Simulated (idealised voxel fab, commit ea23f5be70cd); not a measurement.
The following process module bears the name voxel self aligned vias.
Square cell edge 5 nm, section width 170 nm, ID cut.
A cross-section is written here as square cells arranged in a grid, and it is given in bands from the top down, each band taking up one or more rows of cells. Heights first: top, then bottom, in nm. Then materials, left to right, each with a width in nm. "all across" on a single material: fills the band edge to edge. "empty": empty space. Heights are measured from 0, the level below which the as-received wafer is all one material; the lowest band has no bottom and continues downward, written as in "from 0 down". The two numbers in a width such as "30->40" mark its ends across the band: the first belongs to the top row of cells, the second to the bottom row, and from each row to the next the width moves by the same amount. No cell of the cross-section changed in a step that is given as "everything unchanged". "Closed-off voids": empty spaces of 8 cells or more with no open way to the top, each given as width x height at distance, distance from the left edge, all in nm. The remark found on a step's line after its settings is issued by the simulator itself and pertains to that step. "overlay nm" denotes, for a step that has a mask, the displacement of the mask to the right of its planned place, with negative values corresponding to the left.
Listed below are the process steps as planned
step 1: RECEIVE: material Si
step 2: CONFORMAL_DEP: material SiO2, thk nm 15
step 3: CONFORMAL_DEP: material SiCN, thk nm 5
step 4: DIRECTIONAL_DEP: material lowk, thk nm 20
step 5: PATTERN: tone open, mask id LINES, material resist, width nm 20, pitch nm 50, thk nm 20, overlay nm 0
step 6: DIRECTIONAL_ETCH: etch materials lowk, depth nm 20
step 7: STRIP: etch materials resist
step 8: CONFORMAL_DEP: material TiN, thk nm 5
step 9: FILL_DEP: material Ru, thk nm 5
step 10: CMP: height nm 40
step 11: SELECTIVE_ETCH: etch materials W Ru TiN, depth nm 5
step 12: FILL_DEP: material SiN, thk nm 10
step 13: CMP: height nm 40
step 14: DIRECTIONAL_DEP: material lowk, thk nm 15
step 15: MASKED_ETCH: tone open, mask id VIAS, width nm 30, etch materials lowk, depth nm 15, overlay nm 0
step 16: MASKED_ETCH: tone open, mask id VIAS, width nm 30, etch materials SiN, depth nm 5, overlay nm 0
step 17: CONFORMAL_DEP: material TiN, thk nm 5
step 18: FILL_DEP: material Ru, thk nm 10
step 19: CMP: height nm 55
step 20: CONFORMAL_DEP: material SiN, thk nm 5
Cross-section, incoming material, after step 1
	from 0 down | Si all across
	Closed-off voids: none
End-of-module cross-section of the first of two wafers, processed as planned
	from 60 to 55 | SiN all across
	from 55 to 45 | 45 lowk | 5 TiN | 20 Ru | 5 TiN | 95 lowk
	from 45 to 40 | 45 lowk | 10 TiN | 10 Ru | 10 TiN | 95 lowk
	from 40 to 35 | 50 lowk | 20 TiN | 30 lowk | 20 SiN | 50 lowk
	from 35 to 25 | 50 lowk | 5 TiN | 10 Ru | 5 TiN | 30 lowk | 5 TiN | 10 Ru | 5 TiN | 50 lowk
	from 25 to 20 | 50 lowk | 20 TiN | 30 lowk | 20 TiN | 50 lowk
	from 20 to 15 | SiCN all across
	from 15 to 0 | SiO2 all across
	from 0 down | Si all across
	Closed-off voids: none
End-of-module cross-section of the second wafer: identical starting point and process plan to the first, with one processing mistake
	from 60 to 55 | SiN all across
	from 55 to 45 | 45 lowk | 5 TiN | 20 Ru | 5 TiN | 95 lowk
	from 45 to 40 | 45 lowk | 30 TiN | 95 lowk
	from 40 to 35 | SiCN all across
	from 35 to 15 | lowk all across
	from 15 to 0 | SiO2 all across
	from 0 down | Si all across
	Closed-off voids: none
The plan and the run diverged here: plan steps 3 and 4 run swapped
Wafer comparison, final, in cells, second relative to first, materials more or fewer: -10 Ru, -4 SiN, -18 TiN, +32 lowk
